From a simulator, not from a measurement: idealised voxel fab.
process module | voxel air gaps
Xsec cut, 255 nm wide, square cell size 5 nm.
This document writes a cross-section as a grid whose cells are square, and gives it as bands, listed from the top down; one or more rows of cells form a band. In this notation a band is specified by the heights of its top and bottom, in that order and in nm, after which its materials appear from left to right, each paired with its width in nm. The word "full width" attached to a single material means that material fills the band from edge to edge; the word "air" stands for empty space. The level at which height equals 0 is the one under which the wafer, as it arrives, is entirely one material. No lower edge exists for the bottom band, which continues downward and is notated as in "from 0 down". A width such as "30 to 40" changes by the same amount from each row of cells to the next, from the band's top row to its bottom row. "identical to before" after a step means that no cell of the cross-section changed. Enclosed voids (no open way to top), threshold 8 cells or more, entry "Trapped cavities", notation width x height at distance, distance from left edge, nm. Heads up: the bit after the settings on a step's line is the simulator's remark on that step. overlay nm: mask offset rightward from planned place, masked step; negative means leftward offset.
[Listed below are the process steps as planned]
| 1 | RECEIVE (material Si) |
| 2 | CONFORMAL_DEP (material SiO2; thk nm 10) |
| 3 | CONFORMAL_DEP (material SiN; thk nm 5) |
| 4 | DIRECTIONAL_DEP (material lowk; thk nm 40) |
| 5 | PATTERN (tone open; mask id LINES; material resist; width nm 15; pitch nm 40; thk nm 15; overlay nm 0) |
| 6 | DIRECTIONAL_ETCH (etch materials lowk; depth nm 40) |
| 7 | STRIP (etch materials resist) |
| 8 | CONFORMAL_DEP (material TiN; thk nm 5) |
| 9 | FILL_DEP (material Cu; thk nm 5) |
| 10 | CMP (height nm 55) |
| 11 | EPI (material Ru; thk nm 10) |
| 12 | SELECTIVE_ETCH (etch materials lowk; depth nm 50) |
| 13 | CONFORMAL_DEP (material SiN; thk nm 5) |
[Cross-section of the wafer upon arrival, representing the state reached after step 1]
from 0 down  Si full width
Trapped cavities: none
[Starting wafer: above. Plan: above. Run: one mistake. Cross-section after the module: below]
from 70 to 65  air=55 | SiN=165 | air=35
from 65 to 55  air=55 | SiN=5 | Ru=35 | SiN=5 | Ru=35 | SiN=5 | Ru=35 | SiN=5 | Ru=35 | SiN=5 | air=35
from 55 to 50  air=55 | SiN=15 | TiN=5 | Cu=5 | TiN=5 | SiN=25 | TiN=5 | Cu=5 | TiN=5 | SiN=25 | TiN=5 | Cu=5 | TiN=5 | SiN=25 | TiN=5 | Cu=5 | TiN=5 | SiN=15 | air=35
from 50 to 20  air=65 | SiN=5 | TiN=5 | Cu=5 | TiN=5 | SiN=5 | air=15 | SiN=5 | TiN=5 | Cu=5 | TiN=5 | SiN=5 | air=15 | SiN=5 | TiN=5 | Cu=5 | TiN=5 | SiN=5 | air=15 | SiN=5 | TiN=5 | Cu=5 | TiN=5 | SiN=5 | air=45
from 20 to 15  SiN=70 | TiN=15 | SiN=25 | TiN=15 | SiN=25 | TiN=15 | SiN=25 | TiN=15 | SiN=50
from 15 to 10  SiN full width
from 10 to 0  SiO2 full width
from 0 down  Si full width
Trapped cavities: 15 x 30 at 90; 15 x 30 at 130; 15 x 30 at 170
what went wrong: step 5 changed vs plan, executed as PATTERN (tone open; mask id LINES; material resist; width nm 15; pitch nm 40; thk nm 15; overlay nm 10)
